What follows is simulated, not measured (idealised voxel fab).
The process module that follows is named voxel fin reveal.
Each square cell in cross-section cut measures 5 nm, and the section as a whole is 250 nm wide.
For the purposes of this document, a cross-section shall be understood as a grid of square cells, specified as bands listed in top-to-bottom order, each band consisting of one or more rows of cells. The entry gives the band's vertical extent as a top height and a bottom height in nm, then its horizontal make-up as materials from left to right, each with a width in nm. "empty" stands for empty space; a single material marked "all across" fills the band edge to edge. We count height from 0. Below that, the starting wafer is all one material. The lowest band never ends at the bottom but goes on down; see "0 and below" for how that is written. When a width is written as two numbers, as in "30->40", the first number is the width in the top row of cells of the band and the second is the width in its bottom row, and the width changes by the same amount from each row to the next. You'll sometimes find "same as before" written for a step, and that's the way of saying that nowhere in the cross-section did a cell change during that step. Voids not open to the top, 8 cells minimum: see "Sealed cavities". Written width x height at distance; distance is from the left edge; nm. Post-settings text on a step line: simulator's own remark regarding the step. On any step carrying a mask, the "overlay nm" setting, if present on the step's line, tells how far right of its planned place the mask lay; negative values point to the left.
[This section lists the process steps that were planned]
| 1 | RECEIVE with material Si |
| 2 | CONFORMAL_DEP with material SiN, thk nm 5 |
| 3 | DIRECTIONAL_DEP with material aC, thk nm 10 |
| 4 | PATTERN with tone cover, mask id FINS, material resist, width nm 15, pitch nm 40, thk nm 30, overlay nm 0 |
| 5 | DIRECTIONAL_ETCH with etch materials aC, depth nm 10 |
| 6 | STRIP with etch materials resist |
| 7 | DIRECTIONAL_ETCH with etch materials SiN, depth nm 10 |
| 8 | DIRECTIONAL_ETCH with etch materials Si, depth nm 40 |
| 9 | STRIP with etch materials aC |
| 10 | FILL_DEP with material SiO2, thk nm 10 |
| 11 | CMP with height nm 10 |
| 12 | SELECTIVE_ETCH with etch materials SiO2, depth nm 30 |
| 13 | STRIP with etch materials SiN |
Where the wafers of this document differ is in the thk nm of step 2; they start out the same, and the plan states the value that applied to the first wafer.
[As-received state after step 1, first of several wafers, cross-section]
	0 and below | Si all across
	Sealed cavities: none
[Module end state after final step 13: cross-section of the first of several wafers]
	0 down to -20 | 75 nm empty, 15 nm Si, 25 nm empty, 15 nm Si, 25 nm empty, 15 nm Si, 80 nm empty
	-20 down to -40 | 75 nm SiO2, 15 nm Si, 25 nm SiO2, 15 nm Si, 25 nm SiO2, 15 nm Si, 80 nm SiO2
	-40 and below | Si all across
	Sealed cavities: none
[The last wafer as seen in cross-section at the end of the module]
	0 and below | Si all across
	Sealed cavities: none
[Take any row and you have a wafer at the end of the module: how many cells of each material it has gained (+) or lost (-) since it was received, and then its closed voids]
thk nm 5; -328 Si; +164 SiO2; Sealed cavities: none
thk nm 10; -328 Si; +164 SiO2; Sealed cavities: none
thk nm 15; no cell in the cross-section changed; Sealed cavities: none
thk nm 20; no cell in the cross-section changed; Sealed cavities: none
thk nm 25; no cell in the cross-section changed; Sealed cavities: none
